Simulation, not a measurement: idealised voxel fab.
The process module presented herein is designated voxel air gaps.
Square cells of 5 nm make up the cross-section cut, whose width is 170 nm.
In this document a cross-section is written as a grid of square cells. It is given as a series of bands, listed from the top down, and a band is one or more rows of cells.
For a band, the entry starts with two heights in nm, that of the top and then that of the bottom, and carries on with the band's materials in order from left to right, each alongside its width in nm; the word "edge to edge" beside a single material means it fills the band edge to edge, and "blank" means empty space.
Heights from 0 (as-received wafer is one material below). Bottom band endless downward, as "0 down".
Note: "30->40" means the width goes from the first number (top row of the band) to the second number (bottom row) in equal steps per row of cells.
"no alterations made" after a step means that no cell of the cross-section changed.
What "Voids, sealed" gives you is every empty space of 8 cells or more that is cut off from the top. Each appears as width x height at distance, with the distance taken from the left edge and width, height and distance all in nm.
Post-settings text on a step line: simulator's own remark regarding the step.
Regarding "overlay nm": on a step with a mask, it is the distance the mask lay to the right of its planned place; a negative value places it to the left.

-- Intended process steps
1,RECEIVE [material Si]
2,CONFORMAL_DEP [material SiO2] [thk nm 15]
3,CONFORMAL_DEP [material SiCN] [thk nm 5]
4,DIRECTIONAL_DEP [material SiO2] [thk nm 40]
5,PATTERN [tone open] [mask id LINES] [material resist] [width nm 25] [pitch nm 50] [thk nm 15] [overlay nm -5]
6,DIRECTIONAL_ETCH [etch materials SiO2] [depth nm 40]
7,STRIP [etch materials resist]
8,CONFORMAL_DEP [material TiN] [thk nm 5]
9,FILL_DEP [material Cu] [thk nm 5]
10,CMP [height nm 60]
11,EPI [material Ru] [thk nm 10]
12,SELECTIVE_ETCH [etch materials SiO2] [depth nm 50]
13,CONFORMAL_DEP [material SiCN] [thk nm 5]
The overlay nm used in step 5 is not the same on every wafer, whereas the starting condition is; the value printed in the plan is the first wafer's.

-- The first of several wafers as received, shown in cross-section; this is its state after step 1
- 0 down = Si edge to edge
- Voids, sealed: none

-- Every row in this table is a wafer at the end of the module, and it gives, for each of the materials, the cells that wafer has gained (+) or lost (-) since it was received, then its closed voids
overlay nm -5; +63 Cu; +54 Ru; +144 SiCN; +102 SiO2; +57 TiN; Voids, sealed: 10 x 30 at 0; 15 x 30 at 45; 15 x 30 at 95
overlay nm 0; +63 Cu; +54 Ru; +144 SiCN; +102 SiO2; +57 TiN; Voids, sealed: 15 x 30 at 50; 15 x 30 at 100
overlay nm 5; +63 Cu; +54 Ru; +144 SiCN; +102 SiO2; +57 TiN; Voids, sealed: 15 x 30 at 55; 15 x 30 at 105
overlay nm 10; +63 Cu; +54 Ru; +144 SiCN; +102 SiO2; +57 TiN; Voids, sealed: 15 x 30 at 60; 15 x 30 at 110; 10 x 30 at 160
